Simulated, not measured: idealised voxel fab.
Name of the process module below: voxel transistor to metal
It is cross-section cut that appears here, measuring 300 nm in width, its square cells being 5 nm in size.
When this document writes out a cross-section, it uses a grid of square cells and lists it as bands, beginning at the top and moving down, with a band standing for one or more rows of cells.
The band entry comprises the height of the band's top followed by the height of its bottom, expressed in nm, and subsequently the band's materials from left to right, each stated together with its width in nm. Where a single material is marked with the word "full width", that material fills the band from edge to edge. The word "blank" represents empty space.
Ref level 0: as-received wafer is one material below here. Bottom band extends down with no lower bound ("0 nm and below").
A two-number width, for instance "30 to 40", indicates that the width is equal to the first number in the top row of the band and to the second number in the bottom row, and that it changes by a constant amount per row of cells.
Key: "everything unchanged" - step with no changed cell in the cross-section.
This entry, "Non-vented voids", enumerates those empty regions of no fewer than 8 cells that possess no open connection to the top. Each region is reported in the form width x height at distance, the distance being taken from the left edge, with all three quantities expressed in nm.
That trailing text on a step's line, after the settings, is the simulator's own remark on the step.
overlay nm: mask offset rightward from planned place, masked step; negative means leftward offset.

[The steps planned for the process are as follows]
| 1 | RECEIVE (material Si) |
| 2 | CONFORMAL_DEP (material SiO2; thk nm 5) |
| 3 | CONFORMAL_DEP (material SiN; thk nm 15) |
| 4 | PATTERN (tone cover; mask id ACTIVE; material resist; width nm 115; pitch nm 145; thk nm 20; overlay nm 0) |
| 5 | DIRECTIONAL_ETCH (etch materials SiN; depth nm 15) |
| 6 | DIRECTIONAL_ETCH (etch materials SiO2; depth nm 5) |
| 7 | DIRECTIONAL_ETCH (etch materials Si; depth nm 25) |
| 8 | STRIP (etch materials resist) |
| 9 | OXIDIZE (depth nm 5) |
| 10 | FILL_DEP (material SiO2; thk nm 10) |
| 11 | CMP (height nm 20) |
| 12 | SELECTIVE_ETCH (etch materials SiO2; depth nm 5) |
| 13 | STRIP (etch materials SiN) |
| 14 | SELECTIVE_ETCH (etch materials SiO2; depth nm 5) |
| 15 | OXIDIZE (depth nm 5) |
| 16 | DIRECTIONAL_DEP (material polySi; thk nm 25) |
| 17 | DIRECTIONAL_DEP (material SiCN; thk nm 10) |
| 18 | MASKED_ETCH (tone cover; mask id GATE; width nm 25; pitch nm 145; etch materials SiCN; depth nm 20; overlay nm 0) |
| 19 | MASKED_ETCH (tone cover; mask id GATE; width nm 25; pitch nm 145; etch materials polySi; depth nm 35; overlay nm 0) |
| 20 | CONFORMAL_DEP (material SiN; thk nm 10) |
| 21 | DIRECTIONAL_ETCH (etch materials SiN; depth nm 10) |
| 22 | DIRECTIONAL_ETCH (etch materials SiO2; depth nm 5) |
| 23 | DIRECTIONAL_ETCH (etch materials Si; depth nm 15) |
| 24 | EPI (material nSi; thk nm 20) |
| 25 | FILL_DEP (material SiO2; thk nm 10) |
| 26 | CMP (height nm 35) |
| 27 | DIRECTIONAL_DEP (material SiO2; thk nm 10) |
| 28 | MASKED_ETCH (tone open; mask id CONTACT; width nm 30; etch materials SiO2; depth nm 45; overlay nm 0) |
| 29 | CONFORMAL_DEP (material TiN; thk nm 5) |
| 30 | FILL_DEP (material Ru; thk nm 5) |
| 31 | CMP (height nm 45) |
| 32 | DIRECTIONAL_DEP (material TiN; thk nm 5) |
| 33 | DIRECTIONAL_DEP (material W; thk nm 15) |
| 34 | PATTERN (tone cover; mask id METAL_1; material resist; width nm 20; thk nm 15; overlay nm 0) |
| 35 | DIRECTIONAL_ETCH (etch materials W; depth nm 15) |
| 36 | DIRECTIONAL_ETCH (etch materials TiN; depth nm 5) |
| 37 | STRIP (etch materials resist) |
| 38 | FILL_DEP (material lowk; thk nm 10) |
| 39 | CMP (height nm 65) |
| 40 | CONFORMAL_DEP (material SiCN; thk nm 5) |
| 41 | DIRECTIONAL_DEP (material SiO2; thk nm 30) |
| 42 | PATTERN (tone open; mask id METAL_2_HOLES; material resist; width nm 15; pitch nm 145; thk nm 20; overlay nm 0) |
| 43 | DIRECTIONAL_ETCH (etch materials SiO2; depth nm 30) |
| 44 | STRIP (etch materials resist) |
| 45 | PATTERN (tone open; mask id METAL_2; material resist; width nm 20; pitch nm 145; thk nm 20; overlay nm 0) |
| 46 | DIRECTIONAL_ETCH (etch materials SiO2; depth nm 15) |
| 47 | DIRECTIONAL_ETCH (etch materials SiCN; depth nm 5) |
| 48 | STRIP (etch materials resist) |
| 49 | CONFORMAL_DEP (material TiN; thk nm 5) |
| 50 | FILL_DEP (material Cu; thk nm 5) |
| 51 | CMP (height nm 100) |
| 52 | CONFORMAL_DEP (material SiCN; thk nm 5) |

[Cross-section: wafer on arrival = after step 1]
  0 nm and below = Si full width
  Non-vented voids: none

[Cross-section, first of two wafers, end of module, run as planned]
  105 nm to 100 nm = SiCN full width
  100 nm to 90 nm = SiO2 (30)  TiN (5)  Cu (10)  TiN (5)  SiO2 (125)  TiN (5)  Cu (10)  TiN (5)  SiO2 (105)
  90 nm to 85 nm = SiO2 (30)  TiN (5)  Cu (5)  TiN (10)  SiO2 (125)  TiN (5)  Cu (5)  TiN (10)  SiO2 (105)
  85 nm to 70 nm = SiO2 (30)  TiN (5)  Cu (5)  TiN (5)  SiO2 (130)  TiN (5)  Cu (5)  TiN (5)  SiO2 (110)
  70 nm to 65 nm = SiCN (30)  TiN (15)  SiCN (130)  TiN (15)  SiCN (110)
  65 nm to 50 nm = lowk (30)  W (20)  lowk (55)  W (20)  lowk (50)  W (20)  lowk (55)  W (20)  lowk (30)
  50 nm to 45 nm = lowk (30)  TiN (20)  lowk (55)  TiN (20)  lowk (50)  TiN (20)  lowk (55)  TiN (20)  lowk (30)
  45 nm to 35 nm = SiO2 (30)  TiN (5)  Ru (20 to 15)  TiN (5 to 10)  SiO2 (35)  TiN (5 to 10)  Ru (20 to 15)  TiN (5)  SiO2 (50)  TiN (5)  Ru (20 to 15)  TiN (5 to 10)  SiO2 (35)  TiN (5 to 10)  Ru (20 to 15)  TiN (5)  SiO2 (30)
  35 nm to 25 nm = SiO2 (30)  TiN (5)  Ru (15)  TiN (5)  SiN (10)  SiCN (25)  SiN (10)  TiN (5)  Ru (15)  TiN (5)  SiO2 (50)  TiN (5)  Ru (15)  TiN (5)  SiN (10)  SiCN (25)  SiN (10)  TiN (5)  Ru (15)  TiN (5)  SiO2 (30)
  25 nm to 20 nm = SiO2 (30)  TiN (5)  Ru (15)  TiN (5)  SiN (10)  polySi (25)  SiN (10)  TiN (5)  Ru (15)  TiN (5)  SiO2 (50)  TiN (5)  Ru (15)  TiN (5)  SiN (10)  polySi (25)  SiN (10)  TiN (5)  Ru (15)  TiN (5)  SiO2 (30)
  20 nm to 15 nm = SiO2 (30)  TiN (25)  SiN (10)  polySi (25)  SiN (10)  TiN (25)  SiO2 (50)  TiN (25)  SiN (10)  polySi (25)  SiN (10)  TiN (25)  SiO2 (30)
  15 nm to 10 nm = SiO2 (30)  TiN (5)  nSi (20)  SiN (10)  polySi (25)  SiN (10)  nSi (20)  TiN (5)  SiO2 (50)  TiN (5)  nSi (20)  SiN (10)  polySi (25)  SiN (10)  nSi (20)  TiN (5)  SiO2 (30)
  10 nm to 0 nm = SiO2 (15)  SiN (10)  SiO2 (5)  TiN (5)  nSi (20)  SiN (10)  polySi (25)  SiN (10)  nSi (20)  TiN (5)  SiO2 (5)  SiN (10)  SiO2 (20)  SiN (10)  SiO2 (5)  TiN (5)  nSi (20)  SiN (10)  polySi (25)  SiN (10)  nSi (20)  TiN (5)  SiO2 (5)  SiN (10)  SiO2 (15)
  0 nm to -5 nm = SiO2 (25)  nSi (30)  SiO2 (45)  nSi (30)  SiO2 (40)  nSi (30)  SiO2 (45)  nSi (30)  SiO2 (25)
  -5 nm to -20 nm = SiO2 (25)  nSi (30)  Si (45)  nSi (30)  SiO2 (40)  nSi (30)  Si (45)  nSi (30)  SiO2 (25)
  -20 nm to -30 nm = SiO2 (25)  Si (105)  SiO2 (40)  Si (105)  SiO2 (25)
  -30 nm and below = Si full width
  Non-vented voids: none

[Here's the second of our two wafers sectioned at module end. Same start as the first, same plan, but one mistake got made running it]
  105 nm to 100 nm = SiCN full width
  100 nm to 90 nm = SiO2 (30)  TiN (5)  Cu (10)  TiN (5)  SiO2 (125)  TiN (5)  Cu (10)  TiN (5)  SiO2 (105)
  90 nm to 85 nm = SiO2 (30)  TiN (5)  Cu (5)  TiN (10)  SiO2 (125)  TiN (5)  Cu (5)  TiN (10)  SiO2 (105)
  85 nm to 70 nm = SiO2 (30)  TiN (5)  Cu (5)  TiN (5)  SiO2 (130)  TiN (5)  Cu (5)  TiN (5)  SiO2 (110)
  70 nm to 65 nm = SiCN (30)  TiN (15)  SiCN (130)  TiN (15)  SiCN (110)
  65 nm to 50 nm = lowk (30)  W (20)  lowk (55)  W (20)  lowk (50)  W (20)  lowk (55)  W (20)  lowk (30)
  50 nm to 45 nm = lowk (30)  TiN (20)  lowk (55)  TiN (20)  lowk (50)  TiN (20)  lowk (55)  TiN (20)  lowk (30)
  45 nm to 35 nm = SiO2 (30)  TiN (5)  Ru (20 to 15)  TiN (5 to 10)  SiO2 (35)  TiN (5 to 10)  Ru (20 to 15)  TiN (5)  SiO2 (50)  TiN (5)  Ru (20 to 15)  TiN (5 to 10)  SiO2 (35)  TiN (5 to 10)  Ru (20 to 15)  TiN (5)  SiO2 (30)
  35 nm to 25 nm = SiO2 (30)  TiN (5)  Ru (15)  TiN (5)  SiN (10)  SiCN (25)  SiN (10)  TiN (5)  Ru (15)  TiN (5)  SiO2 (50)  TiN (5)  Ru (15)  TiN (5)  SiN (10)  SiCN (25)  SiN (10)  TiN (5)  Ru (15)  TiN (5)  SiO2 (30)
  25 nm to 20 nm = SiO2 (30)  TiN (5)  Ru (15)  TiN (5)  SiN (10)  polySi (25)  SiN (10)  TiN (5)  Ru (15)  TiN (5)  SiO2 (50)  TiN (5)  Ru (15)  TiN (5)  SiN (10)  polySi (25)  SiN (10)  TiN (5)  Ru (15)  TiN (5)  SiO2 (30)
  20 nm to 15 nm = SiO2 (30)  TiN (25)  SiN (10)  polySi (25)  SiN (10)  TiN (25)  SiO2 (50)  TiN (25)  SiN (10)  polySi (25)  SiN (10)  TiN (25)  SiO2 (30)
  15 nm to 10 nm = SiO2 (30)  TiN (5)  nSi (20)  SiN (10)  polySi (25)  SiN (10)  nSi (20)  TiN (5)  SiO2 (50)  TiN (5)  nSi (20)  SiN (10)  polySi (25)  SiN (10)  nSi (20)  TiN (5)  SiO2 (30)
  10 nm to 0 nm = SiO2 (15)  SiN (10)  SiO2 (5)  TiN (5)  nSi (20)  SiN (10)  polySi (25)  SiN (10)  nSi (20)  TiN (5)  SiO2 (5)  SiN (10)  SiO2 (20)  SiN (10)  SiO2 (5)  TiN (5)  nSi (20)  SiN (10)  polySi (25)  SiN (10)  nSi (20)  TiN (5)  SiO2 (5)  SiN (10)  SiO2 (15)
  0 nm to -5 nm = SiO2 (25)  nSi (30)  SiO2 (45)  nSi (30)  SiO2 (40)  nSi (30)  SiO2 (45)  nSi (30)  SiO2 (25)
  -5 nm to -20 nm = SiO2 (25)  nSi (30)  Si (45)  nSi (30)  SiO2 (40)  nSi (30)  Si (45)  nSi (30)  SiO2 (25)
  -20 nm to -55 nm = SiO2 (25)  Si (105)  SiO2 (40)  Si (105)  SiO2 (25)
  -55 nm and below = Si full width
  Non-vented voids: none
What went wrong in running the wafer? yeah, plan step 7 got run twice
It is noted that, at the conclusion of processing, the second wafer exhibits a higher or lower cell count for certain materials relative to the first: Si -90; SiO2 +90
